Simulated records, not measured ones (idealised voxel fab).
process module | voxel capacitor over wiring
cross-section cut | 190 nm wide | cells 5 nm
A cross-section is a grid of square cells, given in bands from the top down. A band is one or more rows of cells.
Each band's line starts with the height of the band's top and of its bottom, in nm. Then come its materials from left to right, each with its width in nm. One material with "throughout" fills the band from edge to edge. "air" is empty space.
Height 0 is the level under which the wafer as received is all one material. The lowest band goes on downwards, as in "0 down".
A width such as "30 to 40" changes by the same amount from each row of cells to the next, from the band's top row to its bottom row.
"no change" after a step means that no cell of the cross-section changed.
closed voids: empty space of 8 cells or more with no open way to the top, each as width x height at its distance from the left edge, in nm
after a step's settings: what the simulator itself notes on the step
overlay nm, on a step with a mask: how far to the right of its planned place the mask lay; to the left if negative
plan
1 op RECEIVE | material Si
2 op CONFORMAL_DEP | material SiO2 | thk nm 10
3 op CONFORMAL_DEP | material SiN | thk nm 5
4 op DIRECTIONAL_DEP | material SiO2 | thk nm 15
5 op DIRECTIONAL_DEP | material aC | thk nm 10
6 op PATTERN | tone open | mask id METAL_1 | material resist | width nm 30 | pitch nm 80 | thk nm 30 | overlay nm 0
7 op DIRECTIONAL_ETCH | etch materials aC | depth nm 10
8 op STRIP | etch materials resist
9 op DIRECTIONAL_ETCH | etch materials SiO2 | depth nm 15
10 op DIRECTIONAL_ETCH | etch materials SiN | depth nm 5
11 op STRIP | etch materials aC
12 op CONFORMAL_DEP | material TiN | thk nm 5
13 op FILL_DEP | material Ru | thk nm 10
14 op CMP | height nm 30
15 op EPI | material Ru | thk nm 5
16 op FILL_DEP | material SiCN | thk nm 5
17 op DIRECTIONAL_DEP | material SiO2 | thk nm 10
18 op MASKED_ETCH | tone open | mask id PLUG_1 | width nm 15 | etch materials SiO2 | depth nm 10 | overlay nm 0
19 op MASKED_ETCH | tone open | mask id PLUG_1 | width nm 15 | etch materials SiCN | depth nm 5 | overlay nm 0
20 op CONFORMAL_DEP | material TiN | thk nm 5
21 op FILL_DEP | material Cu | thk nm 5
22 op CMP | height nm 50
23 op DIRECTIONAL_DEP | material TiN | thk nm 5
24 op DIRECTIONAL_DEP | material HfO2 | thk nm 5
25 op DIRECTIONAL_DEP | material TiN | thk nm 10
26 op DIRECTIONAL_DEP | material aC | thk nm 15
27 op PATTERN | tone cover | mask id UPPER_PLATE | material resist | width nm 55 | thk nm 30 | overlay nm 0
28 op DIRECTIONAL_ETCH | etch materials aC | depth nm 15
29 op STRIP | etch materials resist
30 op DIRECTIONAL_ETCH | etch materials TiN | depth nm 10
31 op DIRECTIONAL_ETCH | etch materials HfO2 | depth nm 5
32 op STRIP | etch materials aC
33 op PATTERN | tone cover | mask id LOWER_PLATE | material resist | width nm 65 | thk nm 15 | overlay nm 0
34 op DIRECTIONAL_ETCH | etch materials TiN | depth nm 5
35 op STRIP | etch materials resist
36 op FILL_DEP | material SiO2 | thk nm 20
37 op CMP | height nm 85
38 op MASKED_ETCH | tone open | mask id PLUG_2 | width nm 15 | etch materials SiO2 | depth nm 15 | overlay nm 0
39 op CONFORMAL_DEP | material TiN | thk nm 5
40 op FILL_DEP | material W | thk nm 5
41 op CMP | height nm 85
42 op CONFORMAL_DEP | material SiCN | thk nm 5
first wafer, as planned
as received, after step 1
  0 down: Si throughout
  closed voids: none
after step 2
  10 to 0: SiO2 throughout
  below 0: unchanged
after step 3
  15 to 10: SiN throughout
  below 10: unchanged
after step 4
  30 to 15: SiO2 throughout
  below 15: unchanged
after step 5
  40 to 30: aC throughout
  below 30: unchanged
after step 6
  70 to 40: resist 40 | air 30 | resist 50 | air 30 | resist 40
  below 40: unchanged
after step 7
  60 to 40: resist 40 | air 30 | resist 50 | air 30 | resist 40
  40 to 30: aC 40 | air 30 | aC 50 | air 30 | aC 40
  below 30: unchanged
after step 8
  40 to 30: aC 40 | air 30 | aC 50 | air 30 | aC 40
  below 30: unchanged
after step 9
  40 to 30: aC 40 | air 30 | aC 50 | air 30 | aC 40
  30 to 15: SiO2 40 | air 30 | SiO2 50 | air 30 | SiO2 40
  below 15: unchanged
after step 10
  40 to 30: aC 40 | air 30 | aC 50 | air 30 | aC 40
  30 to 15: SiO2 40 | air 30 | SiO2 50 | air 30 | SiO2 40
  15 to 10: SiN 40 | air 30 | SiN 50 | air 30 | SiN 40
  below 10: unchanged
after step 11
  30 to 15: SiO2 40 | air 30 | SiO2 50 | air 30 | SiO2 40
  below 15: unchanged
after step 12
  35 to 30: TiN 45 | air 20 | TiN 60 | air 20 | TiN 45
  30 to 15: SiO2 40 | TiN 5 | air 20 | TiN 5 | SiO2 50 | TiN 5 | air 20 | TiN 5 | SiO2 40
  15 to 10: SiN 40 | TiN 30 | SiN 50 | TiN 30 | SiN 40
  below 10: unchanged
after step 13
  45 to 35: Ru throughout
  35 to 30: TiN 45 | Ru 20 | TiN 60 | Ru 20 | TiN 45
  30 to 15: SiO2 40 | TiN 5 | Ru 20 | TiN 5 | SiO2 50 | TiN 5 | Ru 20 | TiN 5 | SiO2 40
  below 15: unchanged
after step 14
  30 to 15: SiO2 40 | TiN 5 | Ru 20 | TiN 5 | SiO2 50 | TiN 5 | Ru 20 | TiN 5 | SiO2 40
  below 15: unchanged
after step 15
  35 to 30: air 35 | Ru 40 | air 40 | Ru 40 | air 35
  below 30: unchanged
after step 16
  40 to 35: SiCN throughout
  35 to 30: SiCN 35 | Ru 40 | SiCN 40 | Ru 40 | SiCN 35
  below 30: unchanged
after step 17
  50 to 40: SiO2 throughout
  below 40: unchanged
after step 18
  50 to 40: SiO2 55 | air 15 | SiO2 120
  below 40: unchanged
after step 19
  50 to 40: SiO2 55 | air 15 | SiO2 120
  40 to 35: SiCN 55 | air 15 | SiCN 120
  below 35: unchanged
after step 20
  55 to 50: TiN 60 | air 5 | TiN 125
  50 to 40: SiO2 55 | TiN 5 | air 5 | TiN 5 | SiO2 120
  40 to 35: SiCN 55 | TiN 15 | SiCN 120
  below 35: unchanged
after step 21
  60 to 55: Cu throughout
  55 to 50: TiN 60 | Cu 5 | TiN 125
  50 to 40: SiO2 55 | TiN 5 | Cu 5 | TiN 5 | SiO2 120
  below 40: unchanged
after step 22
  50 to 40: SiO2 55 | TiN 5 | Cu 5 | TiN 5 | SiO2 120
  below 40: unchanged
after step 23
  55 to 50: TiN throughout
  below 50: unchanged
after step 24
  60 to 55: HfO2 throughout
  below 55: unchanged
after step 25
  70 to 60: TiN throughout
  below 60: unchanged
after step 26
  85 to 70: aC throughout
  below 70: unchanged
after step 27
  115 to 85: air 55 | resist 55 | air 80
  below 85: unchanged
after step 28
  100 to 85: air 55 | resist 55 | air 80
  85 to 70: air 55 | aC 55 | air 80
  below 70: unchanged
after step 29
  85 to 70: air 55 | aC 55 | air 80
  below 70: unchanged
after step 30
  85 to 70: air 55 | aC 55 | air 80
  70 to 60: air 55 | TiN 55 | air 80
  below 60: unchanged
after step 31
  85 to 70: air 55 | aC 55 | air 80
  70 to 60: air 55 | TiN 55 | air 80
  60 to 55: air 55 | HfO2 55 | air 80
  below 55: unchanged
after step 32
  70 to 60: air 55 | TiN 55 | air 80
  below 60: unchanged
after step 33
  85 to 70: air 50 | resist 65 | air 75
  70 to 60: air 50 | resist 5 | TiN 55 | resist 5 | air 75
  60 to 55: air 50 | resist 5 | HfO2 55 | resist 5 | air 75
  below 55: unchanged
after step 34
  85 to 70: air 50 | resist 65 | air 75
  70 to 60: air 50 | resist 5 | TiN 55 | resist 5 | air 75
  60 to 55: air 50 | resist 5 | HfO2 55 | resist 5 | air 75
  55 to 50: air 50 | TiN 65 | air 75
  below 50: unchanged
after step 35
  70 to 60: air 55 | TiN 55 | air 80
  60 to 55: air 55 | HfO2 55 | air 80
  below 55: unchanged
after step 36
  90 to 70: SiO2 throughout
  70 to 60: SiO2 55 | TiN 55 | SiO2 80
  60 to 55: SiO2 55 | HfO2 55 | SiO2 80
  55 to 50: SiO2 50 | TiN 65 | SiO2 75
  below 50: unchanged
after step 37
  85 to 70: SiO2 throughout
  below 70: unchanged
after step 38
  85 to 70: SiO2 65 | air 15 | SiO2 110
  below 70: unchanged
after step 39
  90 to 85: TiN 70 | air 5 | TiN 115
  85 to 75: SiO2 65 | TiN 5 | air 5 | TiN 5 | SiO2 110
  75 to 70: SiO2 65 | TiN 15 | SiO2 110
  below 70: unchanged
after step 40
  95 to 90: W throughout
  90 to 85: TiN 70 | W 5 | TiN 115
  85 to 75: SiO2 65 | TiN 5 | W 5 | TiN 5 | SiO2 110
  below 75: unchanged
after step 41
  85 to 75: SiO2 65 | TiN 5 | W 5 | TiN 5 | SiO2 110
  below 75: unchanged
after step 42
  90 to 85: SiCN throughout
  below 85: unchanged
second wafer: like start, like plan, one mistake. Through step 23 it matches the first wafer
when step 24 should have ended
  65 to 50: TiN throughout
  below 50: unchanged
when step 25 should have ended
  70 to 65: HfO2 throughout
  below 65: unchanged
when step 26 should have ended
  85 to 70: aC throughout
  below 70: unchanged
when step 27 should have ended
  115 to 85: air 55 | resist 55 | air 80
  below 85: unchanged
when step 28 should have ended
  100 to 85: air 55 | resist 55 | air 80
  85 to 70: air 55 | aC 55 | air 80
  below 70: unchanged
when step 29 should have ended
  85 to 70: air 55 | aC 55 | air 80
  below 70: unchanged
when step 30 should have ended: no change
when step 31 should have ended
  85 to 70: air 55 | aC 55 | air 80
  70 to 65: air 55 | HfO2 55 | air 80
  below 65: unchanged
when step 32 should have ended
  70 to 65: air 55 | HfO2 55 | air 80
  below 65: unchanged
when step 33 should have ended
  85 to 70: air 50 | resist 65 | air 75
  70 to 65: air 50 | resist 5 | HfO2 55 | resist 5 | air 75
  below 65: unchanged
when step 34 should have ended
  85 to 70: air 50 | resist 65 | air 75
  70 to 65: air 50 | resist 5 | HfO2 55 | resist 5 | air 75
  65 to 60: air 50 | TiN 65 | air 75
  below 60: unchanged
when step 35 should have ended
  70 to 65: air 55 | HfO2 55 | air 80
  below 65: unchanged
when step 36 should have ended
  90 to 70: SiO2 throughout
  70 to 65: SiO2 55 | HfO2 55 | SiO2 80
  65 to 60: SiO2 50 | TiN 65 | SiO2 75
  below 60: unchanged
when step 37 should have ended
  85 to 70: SiO2 throughout
  below 70: unchanged
when step 38 should have ended
  85 to 70: SiO2 65 | air 15 | SiO2 110
  below 70: unchanged
when step 39 should have ended
  90 to 85: TiN 70 | air 5 | TiN 115
  85 to 75: SiO2 65 | TiN 5 | air 5 | TiN 5 | SiO2 110
  75 to 70: SiO2 65 | TiN 15 | SiO2 110
  below 70: unchanged
when step 40 should have ended
  95 to 90: W throughout
  90 to 85: TiN 70 | W 5 | TiN 115
  85 to 75: SiO2 65 | TiN 5 | W 5 | TiN 5 | SiO2 110
  below 75: unchanged
when step 41 should have ended
  85 to 75: SiO2 65 | TiN 5 | W 5 | TiN 5 | SiO2 110
  below 75: unchanged
when step 42 should have ended
  90 to 85: SiCN throughout
  below 85: unchanged
what went wrong: steps 24 and 25 were swapped
at the end the second wafer has, in cells: 54 fewer of SiO2 | 54 more of TiN
